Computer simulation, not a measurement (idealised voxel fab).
process module | voxel released beams
cross-section cut | 205 nm wide | cells 5 nm
A cross-section is a grid of square cells, given in bands from the top down. A band is one or more rows of cells.
Each band's line starts with the height of the band's top and of its bottom, in nm. Then come its materials from left to right, each with its width in nm. One material with "throughout" fills the band from edge to edge. "air" is empty space.
Height 0 is the level under which the wafer as received is all one material. The lowest band goes on downwards, as in "0 down".
A width such as "30 to 40" changes by the same amount from each row of cells to the next, from the band's top row to its bottom row.
"no change" after a step means that no cell of the cross-section changed.
closed voids: empty space of 8 cells or more with no open way to the top, each as width x height at its distance from the left edge, in nm
after a step's settings: what the simulator itself notes on the step
overlay nm, on a step with a mask: how far to the right of its planned place the mask lay; to the left if negative
plan
1 op RECEIVE | material Si
2 op CONFORMAL_DEP | material SiN | thk nm 5
3 op DIRECTIONAL_DEP | material SiO2 | thk nm 20
4 op MASKED_ETCH | tone open | mask id ANCHOR | width nm 25 | etch materials SiO2 | depth nm 20 | overlay nm 0
5 op CONFORMAL_DEP | material polySi | thk nm 10
6 op PATTERN | tone cover | mask id BEAM | material resist | width nm 80 | thk nm 20 | overlay nm 0
7 op DIRECTIONAL_ETCH | etch materials polySi | depth nm 10
8 op STRIP | etch materials resist
9 op STRIP | etch materials SiO2
as received, after step 1
  0 down: Si throughout
  closed voids: none
first wafer at the end, as planned
  35 to 25: air 60 | polySi 15 | air 5 | polySi 60 | air 65
  25 to 15: air 65 | polySi 10 | air 5 | polySi 10 | air 115
  15 to 5: air 65 | polySi 25 | air 115
  5 to 0: SiN throughout
  0 down: Si throughout
  closed voids: none
second wafer at the end: like start, like plan, one mistake
  30 to 20: air 60 | polySi 15 | air 5 | polySi 60 | air 65
  20 to 15: air 65 | polySi 10 | air 5 | polySi 10 | air 115
  15 to 5: air 65 | polySi 25 | air 115
  5 to 0: SiN throughout
  0 down: Si throughout
  closed voids: none
what went wrong: step 3 ran as: op DIRECTIONAL_DEP | material SiO2 | thk nm 15
at the end the second wafer has, in cells: 4 fewer of polySi
